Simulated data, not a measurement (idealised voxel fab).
Process module heading - voxel transistor to metal
This is section cut - it's 165 nm across, gridded in 5 nm square cells.
Cross-section, as written here: a square-cell grid given band by band from the top down, where a band holds one or more rows of cells.
For a band, the entry starts with two heights in nm, that of the top and then that of the bottom, and carries on with the band's materials in order from left to right, each alongside its width in nm; the word "edge to edge" beside a single material means it fills the band edge to edge, and "blank" means empty space.
Height datum 0, below which the as-received substrate wafer is one material. Lowest band open at the bottom, running downward: "0 nm and below".
You'd read "30->40" like this: the band's top row of cells is as wide as the first number, its bottom row is as wide as the second, and going down, every row changes width by the same amount as the row before did.
Basically "identical to before" means that step didn't change any cell in the cross-section.
Look at "Sealed void inventory" for the closed voids: empty spaces with no open path to the top, sized 8 cells or up. Each is width x height at distance, distance from the left edge, all nm.
Read whatever lies past the settings on a step's line as the simulator's own remark about the step.
The setting "overlay nm" may be written on the line of a step. When the step uses a mask, the value reports how far to the right of the planned place the mask lay, and a negative value reports that it lay to the left.

THE FOLLOWING LIST GIVES THE PLANNED PROCESS STEPS
1,RECEIVE | material Si
2,CONFORMAL_DEP | material SiO2 | thk nm 5
3,CONFORMAL_DEP | material SiN | thk nm 15
4,PATTERN | tone cover | mask id ACTIVE | material resist | width nm 95 | thk nm 15 | overlay nm 0
5,DIRECTIONAL_ETCH | etch materials SiN | depth nm 15
6,DIRECTIONAL_ETCH | etch materials SiO2 | depth nm 5
7,DIRECTIONAL_ETCH | etch materials Si | depth nm 35
8,STRIP | etch materials resist
9,FILL_DEP | material SiO2 | thk nm 15
10,CMP | height nm 20
11,SELECTIVE_ETCH | etch materials SiO2 | depth nm 10
12,STRIP | etch materials SiN
13,SELECTIVE_ETCH | etch materials SiO2 | depth nm 5
14,OXIDIZE | depth nm 5
15,DIRECTIONAL_DEP | material polySi | thk nm 25
16,DIRECTIONAL_DEP | material SiCN | thk nm 10
17,DIRECTIONAL_DEP | material aC | thk nm 15
18,PATTERN | tone cover | mask id GATE | material resist | width nm 15 | thk nm 30 | overlay nm 0
19,DIRECTIONAL_ETCH | etch materials aC | depth nm 15
20,STRIP | etch materials resist
21,DIRECTIONAL_ETCH | etch materials SiCN | depth nm 20
22,DIRECTIONAL_ETCH | etch materials polySi | depth nm 35
23,STRIP | etch materials aC
24,CONFORMAL_DEP | material SiN | thk nm 10
25,DIRECTIONAL_ETCH | etch materials SiN | depth nm 10
26,DIRECTIONAL_ETCH | etch materials SiO2 | depth nm 5
27,DIRECTIONAL_ETCH | etch materials Si | depth nm 15
28,EPI | material pSi | thk nm 20
29,FILL_DEP | material SiO2 | thk nm 5
30,CMP | height nm 35
31,DIRECTIONAL_DEP | material SiO2 | thk nm 15
32,PATTERN | tone open | mask id CONTACT | material resist | width nm 30 | pitch nm 55 | thk nm 15 | overlay nm 0
33,DIRECTIONAL_ETCH | etch materials SiO2 | depth nm 35
34,STRIP | etch materials resist
35,CONFORMAL_DEP | material TiN | thk nm 5
36,FILL_DEP | material W | thk nm 10
37,CMP | height nm 50
38,CONFORMAL_DEP | material SiCN | thk nm 5
39,DIRECTIONAL_DEP | material SiO2 | thk nm 25
40,DIRECTIONAL_DEP | material aC | thk nm 10
41,PATTERN | tone open | mask id METAL_1 | material resist | width nm 20 | pitch nm 65 | thk nm 25 | overlay nm 0
42,DIRECTIONAL_ETCH | etch materials aC | depth nm 10
43,STRIP | etch materials resist
44,DIRECTIONAL_ETCH | etch materials SiO2 | depth nm 25
45,DIRECTIONAL_ETCH | etch materials SiCN | depth nm 5
46,STRIP | etch materials aC
47,CONFORMAL_DEP | material TiN | thk nm 5
48,FILL_DEP | material Cu | thk nm 5
49,CMP | height nm 80
50,CONFORMAL_DEP | material SiCN | thk nm 5
51,DIRECTIONAL_DEP | material SiO2 | thk nm 30
52,DIRECTIONAL_DEP | material aC | thk nm 15
53,PATTERN | tone open | mask id METAL_2 | material resist | width nm 20 | pitch nm 65 | thk nm 35 | overlay nm 0
54,DIRECTIONAL_ETCH | etch materials aC | depth nm 15
55,STRIP | etch materials resist
56,DIRECTIONAL_ETCH | etch materials SiO2 | depth nm 15
57,STRIP | etch materials aC
58,MASKED_ETCH | tone open | mask id METAL_2_HOLES | width nm 15 | pitch nm 65 | etch materials SiO2 | depth nm 15 | overlay nm 0
59,MASKED_ETCH | tone open | mask id METAL_2_HOLES | width nm 15 | pitch nm 65 | etch materials SiCN | depth nm 5 | overlay nm 0
60,CONFORMAL_DEP | material TiN | thk nm 5
61,FILL_DEP | material Cu | thk nm 5
62,CMP | height nm 115
63,CONFORMAL_DEP | material SiN | thk nm 5

THE FIRST WAFER OF TWO, PROCESSED AS PLANNED

INCOMING WAFER IN CROSS-SECTION (STATE: AFTER STEP 1)
0 nm and below | Si edge to edge
Sealed void inventory: none

SECTIONAL VIEW: WAFER, AFTER STEP 2
5 nm to 0 nm | SiO2 edge to edge
Everything below 0 is unchanged.

SECTIONAL VIEW: WAFER, AFTER STEP 3
20 nm to 5 nm | SiN edge to edge
Everything below 5 is unchanged.

SECTIONAL VIEW: WAFER, AFTER STEP 4
35 nm to 20 nm | blank=35  resist=95  blank=35
Everything below 20 is unchanged.

SECTIONAL VIEW: WAFER, AFTER STEP 5
35 nm to 20 nm | blank=35  resist=95  blank=35
20 nm to 5 nm | blank=35  SiN=95  blank=35
Everything below 5 is unchanged.

SECTIONAL VIEW: WAFER, AFTER STEP 6
35 nm to 20 nm | blank=35  resist=95  blank=35
20 nm to 5 nm | blank=35  SiN=95  blank=35
5 nm to 0 nm | blank=35  SiO2=95  blank=35
Everything below 0 is unchanged.

SECTIONAL VIEW: WAFER, AFTER STEP 7
35 nm to 20 nm | blank=35  resist=95  blank=35
20 nm to 5 nm | blank=35  SiN=95  blank=35
5 nm to 0 nm | blank=35  SiO2=95  blank=35
0 nm to -35 nm | blank=35  Si=95  blank=35
Everything below -35 is unchanged.

SECTIONAL VIEW: WAFER, AFTER STEP 8
20 nm to 5 nm | blank=35  SiN=95  blank=35
Everything below 5 is unchanged.

SECTIONAL VIEW: WAFER, AFTER STEP 9
35 nm to 20 nm | SiO2 edge to edge
20 nm to 5 nm | SiO2=35  SiN=95  SiO2=35
5 nm to 0 nm | SiO2 edge to edge
0 nm to -35 nm | SiO2=35  Si=95  SiO2=35
Everything below -35 is unchanged.

SECTIONAL VIEW: WAFER, AFTER STEP 10
20 nm to 5 nm | SiO2=35  SiN=95  SiO2=35
Everything below 5 is unchanged.

SECTIONAL VIEW: WAFER, AFTER STEP 11
20 nm to 10 nm | blank=35  SiN=95  blank=35
Everything below 10 is unchanged.

SECTIONAL VIEW: WAFER, AFTER STEP 12
10 nm to 5 nm | SiO2=35  blank=95  SiO2=35
Everything below 5 is unchanged.

SECTIONAL VIEW: WAFER, AFTER STEP 13
5 nm to 0 nm | SiO2=30  blank=105  SiO2=30
Everything below 0 is unchanged.

SECTIONAL VIEW: WAFER, AFTER STEP 14
5 nm to 0 nm | SiO2=30  blank=105  SiO2=30
0 nm to -5 nm | SiO2 edge to edge
Everything below -5 is unchanged.

SECTIONAL VIEW: WAFER, AFTER STEP 15
30 nm to 25 nm | polySi=30  blank=105  polySi=30
25 nm to 5 nm | polySi edge to edge
5 nm to 0 nm | SiO2=30  polySi=105  SiO2=30
Everything below 0 is unchanged.

SECTIONAL VIEW: WAFER, AFTER STEP 16
40 nm to 35 nm | SiCN=30  blank=105  SiCN=30
35 nm to 30 nm | SiCN edge to edge
30 nm to 25 nm | polySi=30  SiCN=105  polySi=30
Everything below 25 is unchanged.

SECTIONAL VIEW: WAFER, AFTER STEP 17
55 nm to 50 nm | aC=30  blank=105  aC=30
50 nm to 40 nm | aC edge to edge
40 nm to 35 nm | SiCN=30  aC=105  SiCN=30
Everything below 35 is unchanged.

SECTIONAL VIEW: WAFER, AFTER STEP 18
85 nm to 55 nm | blank=75  resist=15  blank=75
55 nm to 50 nm | aC=30  blank=45  resist=15  blank=45  aC=30
Everything below 50 is unchanged.

SECTIONAL VIEW: WAFER, AFTER STEP 19
70 nm to 50 nm | blank=75  resist=15  blank=75
50 nm to 40 nm | blank=75  aC=15  blank=75
40 nm to 35 nm | SiCN=30  blank=45  aC=15  blank=45  SiCN=30
Everything below 35 is unchanged.

SECTIONAL VIEW: WAFER, AFTER STEP 20
50 nm to 40 nm | blank=75  aC=15  blank=75
Everything below 40 is unchanged.

SECTIONAL VIEW: WAFER, AFTER STEP 21
50 nm to 35 nm | blank=75  aC=15  blank=75
35 nm to 30 nm | blank=75  SiCN=15  blank=75
30 nm to 25 nm | polySi=30  blank=45  SiCN=15  blank=45  polySi=30
Everything below 25 is unchanged.

SECTIONAL VIEW: WAFER, AFTER STEP 22
50 nm to 35 nm | blank=75  aC=15  blank=75
35 nm to 25 nm | blank=75  SiCN=15  blank=75
25 nm to 5 nm | blank=75  polySi=15  blank=75
5 nm to 0 nm | SiO2=30  blank=45  polySi=15  blank=45  SiO2=30
Everything below 0 is unchanged.

SECTIONAL VIEW: WAFER, AFTER STEP 23
35 nm to 25 nm | blank=75  SiCN=15  blank=75
Everything below 25 is unchanged.

SECTIONAL VIEW: WAFER, AFTER STEP 24
45 nm to 35 nm | blank=65  SiN=35  blank=65
35 nm to 25 nm | blank=65  SiN=10  SiCN=15  SiN=10  blank=65
25 nm to 15 nm | blank=65  SiN=10  polySi=15  SiN=10  blank=65
15 nm to 10 nm | SiN=40  blank=25  SiN=10  polySi=15  SiN=10  blank=25  SiN=40
10 nm to 5 nm | SiN=75  polySi=15  SiN=75
5 nm to 0 nm | SiO2=30  SiN=45  polySi=15  SiN=45  SiO2=30
Everything below 0 is unchanged.

SECTIONAL VIEW: WAFER, AFTER STEP 25
35 nm to 25 nm | blank=65  SiN=10  SiCN=15  SiN=10  blank=65
25 nm to 5 nm | blank=65  SiN=10  polySi=15  SiN=10  blank=65
5 nm to 0 nm | SiO2=30  SiN=10  blank=25  SiN=10  polySi=15  SiN=10  blank=25  SiN=10  SiO2=30
Everything below 0 is unchanged.

SECTIONAL VIEW: WAFER, AFTER STEP 26
35 nm to 25 nm | blank=65  SiN=10  SiCN=15  SiN=10  blank=65
25 nm to 5 nm | blank=65  SiN=10  polySi=15  SiN=10  blank=65
5 nm to 0 nm | blank=30  SiN=10  blank=25  SiN=10  polySi=15  SiN=10  blank=25  SiN=10  blank=30
0 nm to -5 nm | SiO2=40  blank=25  SiO2=35  blank=25  SiO2=40
Everything below -5 is unchanged.

SECTIONAL VIEW: WAFER, AFTER STEP 27
35 nm to 25 nm | blank=65  SiN=10  SiCN=15  SiN=10  blank=65
25 nm to 5 nm | blank=65  SiN=10  polySi=15  SiN=10  blank=65
5 nm to 0 nm | blank=30  SiN=10  blank=25  SiN=10  polySi=15  SiN=10  blank=25  SiN=10  blank=30
0 nm to -5 nm | SiO2=40  blank=25  SiO2=35  blank=25  SiO2=40
-5 nm to -20 nm | SiO2=35  Si=5  blank=25  Si=35  blank=25  Si=5  SiO2=35
Everything below -20 is unchanged.

SECTIONAL VIEW: WAFER, AFTER STEP 28
35 nm to 25 nm | blank=65  SiN=10  SiCN=15  SiN=10  blank=65
25 nm to 15 nm | blank=65  SiN=10  polySi=15  SiN=10  blank=65
15 nm to 5 nm | blank=30  pSi=35  SiN=10  polySi=15  SiN=10  pSi=35  blank=30
5 nm to 0 nm | blank=30  SiN=10  pSi=25  SiN=10  polySi=15  SiN=10  pSi=25  SiN=10  blank=30
0 nm to -5 nm | SiO2=40  pSi=25  SiO2=35  pSi=25  SiO2=40
-5 nm to -20 nm | SiO2=35  Si=5  pSi=25  Si=35  pSi=25  Si=5  SiO2=35
Everything below -20 is unchanged.

SECTIONAL VIEW: WAFER, AFTER STEP 29
40 nm to 35 nm | SiO2 edge to edge
35 nm to 25 nm | SiO2=65  SiN=10  SiCN=15  SiN=10  SiO2=65
25 nm to 15 nm | SiO2=65  SiN=10  polySi=15  SiN=10  SiO2=65
15 nm to 5 nm | SiO2=30  pSi=35  SiN=10  polySi=15  SiN=10  pSi=35  SiO2=30
5 nm to 0 nm | SiO2=30  SiN=10  pSi=25  SiN=10  polySi=15  SiN=10  pSi=25  SiN=10  SiO2=30
Everything below 0 is unchanged.

SECTIONAL VIEW: WAFER, AFTER STEP 30
35 nm to 25 nm | SiO2=65  SiN=10  SiCN=15  SiN=10  SiO2=65
Everything below 25 is unchanged.

SECTIONAL VIEW: WAFER, AFTER STEP 31
50 nm to 35 nm | SiO2 edge to edge
Everything below 35 is unchanged.

SECTIONAL VIEW: WAFER, AFTER STEP 32
65 nm to 50 nm | resist=40  blank=30  resist=25  blank=30  resist=40
Everything below 50 is unchanged.

SECTIONAL VIEW: WAFER, AFTER STEP 33
65 nm to 50 nm | resist=40  blank=30  resist=25  blank=30  resist=40
50 nm to 35 nm | SiO2=40  blank=30  SiO2=25  blank=30  SiO2=40
35 nm to 25 nm | SiO2=40  blank=25  SiN=10  SiCN=15  SiN=10  blank=25  SiO2=40
25 nm to 15 nm | SiO2=40  blank=25  SiN=10  polySi=15  SiN=10  blank=25  SiO2=40
Everything below 15 is unchanged.

SECTIONAL VIEW: WAFER, AFTER STEP 34
50 nm to 35 nm | SiO2=40  blank=30  SiO2=25  blank=30  SiO2=40
Everything below 35 is unchanged.

SECTIONAL VIEW: WAFER, AFTER STEP 35
55 nm to 50 nm | TiN=45  blank=20  TiN=35  blank=20  TiN=45
50 nm to 40 nm | SiO2=40  TiN=5  blank=20  TiN=5  SiO2=25  TiN=5  blank=20  TiN=5  SiO2=40
40 nm to 35 nm | SiO2=40  TiN=5  blank=15  TiN=10  SiO2=25  TiN=10  blank=15  TiN=5  SiO2=40
35 nm to 25 nm | SiO2=40  TiN=5  blank=15  TiN=5  SiN=10  SiCN=15  SiN=10  TiN=5  blank=15  TiN=5  SiO2=40
25 nm to 20 nm | SiO2=40  TiN=5  blank=15  TiN=5  SiN=10  polySi=15  SiN=10  TiN=5  blank=15  TiN=5  SiO2=40
20 nm to 15 nm | SiO2=40  TiN=25  SiN=10  polySi=15  SiN=10  TiN=25  SiO2=40
Everything below 15 is unchanged.

SECTIONAL VIEW: WAFER, AFTER STEP 36
65 nm to 55 nm | W edge to edge
55 nm to 50 nm | TiN=45  W=20  TiN=35  W=20  TiN=45
50 nm to 40 nm | SiO2=40  TiN=5  W=20  TiN=5  SiO2=25  TiN=5  W=20  TiN=5  SiO2=40
40 nm to 35 nm | SiO2=40  TiN=5  W=15  TiN=10  SiO2=25  TiN=10  W=15  TiN=5  SiO2=40
35 nm to 25 nm | SiO2=40  TiN=5  W=15  TiN=5  SiN=10  SiCN=15  SiN=10  TiN=5  W=15  TiN=5  SiO2=40
25 nm to 20 nm | SiO2=40  TiN=5  W=15  TiN=5  SiN=10  polySi=15  SiN=10  TiN=5  W=15  TiN=5  SiO2=40
Everything below 20 is unchanged.

SECTIONAL VIEW: WAFER, AFTER STEP 37
50 nm to 40 nm | SiO2=40  TiN=5  W=20  TiN=5  SiO2=25  TiN=5  W=20  TiN=5  SiO2=40
Everything below 40 is unchanged.

SECTIONAL VIEW: WAFER, AFTER STEP 38
55 nm to 50 nm | SiCN edge to edge
Everything below 50 is unchanged.

SECTIONAL VIEW: WAFER, AFTER STEP 39
80 nm to 55 nm | SiO2 edge to edge
Everything below 55 is unchanged.

SECTIONAL VIEW: WAFER, AFTER STEP 40
90 nm to 80 nm | aC edge to edge
Everything below 80 is unchanged.

SECTIONAL VIEW: WAFER, AFTER STEP 41
115 nm to 90 nm | resist=40  blank=20  resist=45  blank=20  resist=40
Everything below 90 is unchanged.

SECTIONAL VIEW: WAFER, AFTER STEP 42
105 nm to 90 nm | resist=40  blank=20  resist=45  blank=20  resist=40
90 nm to 80 nm | aC=40  blank=20  aC=45  blank=20  aC=40
Everything below 80 is unchanged.

SECTIONAL VIEW: WAFER, AFTER STEP 43
90 nm to 80 nm | aC=40  blank=20  aC=45  blank=20  aC=40
Everything below 80 is unchanged.

SECTIONAL VIEW: WAFER, AFTER STEP 44
90 nm to 80 nm | aC=40  blank=20  aC=45  blank=20  aC=40
80 nm to 55 nm | SiO2=40  blank=20  SiO2=45  blank=20  SiO2=40
Everything below 55 is unchanged.

SECTIONAL VIEW: WAFER, AFTER STEP 45
90 nm to 80 nm | aC=40  blank=20  aC=45  blank=20  aC=40
80 nm to 55 nm | SiO2=40  blank=20  SiO2=45  blank=20  SiO2=40
55 nm to 50 nm | SiCN=40  blank=20  SiCN=45  blank=20  SiCN=40
Everything below 50 is unchanged.

SECTIONAL VIEW: WAFER, AFTER STEP 46
80 nm to 55 nm | SiO2=40  blank=20  SiO2=45  blank=20  SiO2=40
Everything below 55 is unchanged.

SECTIONAL VIEW: WAFER, AFTER STEP 47
85 nm to 80 nm | TiN=45  blank=10  TiN=55  blank=10  TiN=45
80 nm to 55 nm | SiO2=40  TiN=5  blank=10  TiN=5  SiO2=45  TiN=5  blank=10  TiN=5  SiO2=40
55 nm to 50 nm | SiCN=40  TiN=20  SiCN=45  TiN=20  SiCN=40
Everything below 50 is unchanged.

SECTIONAL VIEW: WAFER, AFTER STEP 48
90 nm to 85 nm | Cu edge to edge
85 nm to 80 nm | TiN=45  Cu=10  TiN=55  Cu=10  TiN=45
80 nm to 55 nm | SiO2=40  TiN=5  Cu=10  TiN=5  SiO2=45  TiN=5  Cu=10  TiN=5  SiO2=40
Everything below 55 is unchanged.

SECTIONAL VIEW: WAFER, AFTER STEP 49
80 nm to 55 nm | SiO2=40  TiN=5  Cu=10  TiN=5  SiO2=45  TiN=5  Cu=10  TiN=5  SiO2=40
Everything below 55 is unchanged.

SECTIONAL VIEW: WAFER, AFTER STEP 50
85 nm to 80 nm | SiCN edge to edge
Everything below 80 is unchanged.

SECTIONAL VIEW: WAFER, AFTER STEP 51
115 nm to 85 nm | SiO2 edge to edge
Everything below 85 is unchanged.

SECTIONAL VIEW: WAFER, AFTER STEP 52
130 nm to 115 nm | aC edge to edge
Everything below 115 is unchanged.

SECTIONAL VIEW: WAFER, AFTER STEP 53
165 nm to 130 nm | resist=40  blank=20  resist=45  blank=20  resist=40
Everything below 130 is unchanged.

SECTIONAL VIEW: WAFER, AFTER STEP 54
150 nm to 130 nm | resist=40  blank=20  resist=45  blank=20  resist=40
130 nm to 115 nm | aC=40  blank=20  aC=45  blank=20  aC=40
Everything below 115 is unchanged.

SECTIONAL VIEW: WAFER, AFTER STEP 55
130 nm to 115 nm | aC=40  blank=20  aC=45  blank=20  aC=40
Everything below 115 is unchanged.

SECTIONAL VIEW: WAFER, AFTER STEP 56
130 nm to 115 nm | aC=40  blank=20  aC=45  blank=20  aC=40
115 nm to 100 nm | SiO2=40  blank=20  SiO2=45  blank=20  SiO2=40
Everything below 100 is unchanged.

SECTIONAL VIEW: WAFER, AFTER STEP 57
115 nm to 100 nm | SiO2=40  blank=20  SiO2=45  blank=20  SiO2=40
Everything below 100 is unchanged.

SECTIONAL VIEW: WAFER, AFTER STEP 58
115 nm to 100 nm | SiO2=40  blank=20  SiO2=45  blank=20  SiO2=40
100 nm to 85 nm | SiO2=40  blank=15  SiO2=50  blank=15  SiO2=45
Everything below 85 is unchanged.

SECTIONAL VIEW: WAFER, AFTER STEP 59
115 nm to 100 nm | SiO2=40  blank=20  SiO2=45  blank=20  SiO2=40
100 nm to 85 nm | SiO2=40  blank=15  SiO2=50  blank=15  SiO2=45
85 nm to 80 nm | SiCN=40  blank=15  SiCN=50  blank=15  SiCN=45
Everything below 80 is unchanged.

SECTIONAL VIEW: WAFER, AFTER STEP 60
120 nm to 115 nm | TiN=45  blank=10  TiN=55  blank=10  TiN=45
115 nm to 105 nm | SiO2=40  TiN=5  blank=10  TiN=5  SiO2=45  TiN=5  blank=10  TiN=5  SiO2=40
105 nm to 100 nm | SiO2=40  TiN=5  blank=5  TiN=10  SiO2=45  TiN=5  blank=5  TiN=10  SiO2=40
100 nm to 85 nm | SiO2=40  TiN=5  blank=5  TiN=5  SiO2=50  TiN=5  blank=5  TiN=5  SiO2=45
85 nm to 80 nm | SiCN=40  TiN=15  SiCN=50  TiN=15  SiCN=45
Everything below 80 is unchanged.

SECTIONAL VIEW: WAFER, AFTER STEP 61
125 nm to 120 nm | Cu edge to edge
120 nm to 115 nm | TiN=45  Cu=10  TiN=55  Cu=10  TiN=45
115 nm to 105 nm | SiO2=40  TiN=5  Cu=10  TiN=5  SiO2=45  TiN=5  Cu=10  TiN=5  SiO2=40
105 nm to 100 nm | SiO2=40  TiN=5  Cu=5  TiN=10  SiO2=45  TiN=5  Cu=5  TiN=10  SiO2=40
100 nm to 85 nm | SiO2=40  TiN=5  Cu=5  TiN=5  SiO2=50  TiN=5  Cu=5  TiN=5  SiO2=45
Everything below 85 is unchanged.

SECTIONAL VIEW: WAFER, AFTER STEP 62
115 nm to 105 nm | SiO2=40  TiN=5  Cu=10  TiN=5  SiO2=45  TiN=5  Cu=10  TiN=5  SiO2=40
Everything below 105 is unchanged.

SECTIONAL VIEW: WAFER, AFTER STEP 63
120 nm to 115 nm | SiN edge to edge
Everything below 115 is unchanged.

SECOND WAFER: LIKE START, LIKE PLAN, ONE MISTAKE. THROUGH STEP 58 IT MATCHES THE FIRST WAFER

HERE IS THE SECOND WAFER IN CROSS-SECTION AT THE POINT WHERE STEP 59 OF THE PLAN SHOULD HAVE BEEN DONE
115 nm to 100 nm | SiO2=40  blank=20  SiO2=45  blank=20  SiO2=40
100 nm to 85 nm | SiO2=40  blank=15  SiO2=50  blank=15  SiO2=45
85 nm to 80 nm | SiCN=50  blank=5  SiCN=60  blank=5  SiCN=45
Everything below 80 is unchanged.

HERE IS THE SECOND WAFER IN CROSS-SECTION AT THE POINT WHERE STEP 60 OF THE PLAN SHOULD HAVE BEEN DONE
120 nm to 115 nm | TiN=45  blank=10  TiN=55  blank=10  TiN=45
115 nm to 105 nm | SiO2=40  TiN=5  blank=10  TiN=5  SiO2=45  TiN=5  blank=10  TiN=5  SiO2=40
105 nm to 100 nm | SiO2=40  TiN=5  blank=5  TiN=10  SiO2=45  TiN=5  blank=5  TiN=10  SiO2=40
100 nm to 90 nm | SiO2=40  TiN=5  blank=5  TiN=5  SiO2=50  TiN=5  blank=5  TiN=5  SiO2=45
90 nm to 85 nm | SiO2=40  TiN=15  SiO2=50  TiN=15  SiO2=45
85 nm to 80 nm | SiCN=50  TiN=5  SiCN=60  TiN=5  SiCN=45
Everything below 80 is unchanged.

HERE IS THE SECOND WAFER IN CROSS-SECTION AT THE POINT WHERE STEP 61 OF THE PLAN SHOULD HAVE BEEN DONE
125 nm to 120 nm | Cu edge to edge
120 nm to 115 nm | TiN=45  Cu=10  TiN=55  Cu=10  TiN=45
115 nm to 105 nm | SiO2=40  TiN=5  Cu=10  TiN=5  SiO2=45  TiN=5  Cu=10  TiN=5  SiO2=40
105 nm to 100 nm | SiO2=40  TiN=5  Cu=5  TiN=10  SiO2=45  TiN=5  Cu=5  TiN=10  SiO2=40
100 nm to 90 nm | SiO2=40  TiN=5  Cu=5  TiN=5  SiO2=50  TiN=5  Cu=5  TiN=5  SiO2=45
Everything below 90 is unchanged.

HERE IS THE SECOND WAFER IN CROSS-SECTION AT THE POINT WHERE STEP 62 OF THE PLAN SHOULD HAVE BEEN DONE
115 nm to 105 nm | SiO2=40  TiN=5  Cu=10  TiN=5  SiO2=45  TiN=5  Cu=10  TiN=5  SiO2=40
Everything below 105 is unchanged.

HERE IS THE SECOND WAFER IN CROSS-SECTION AT THE POINT WHERE STEP 63 OF THE PLAN SHOULD HAVE BEEN DONE
120 nm to 115 nm | SiN edge to edge
Everything below 115 is unchanged.
what went wrong: heads up, step 59 didn't go per plan, it actually ran as MASKED_ETCH | tone open | mask id METAL_2_HOLES | width nm 15 | pitch nm 65 | etch materials SiCN | depth nm 5 | overlay nm 10
Final tally in cells, some materials are higher or lower on the second wafer than on the first: Cu: 2 fewer | SiCN: 4 more | TiN: 2 fewer
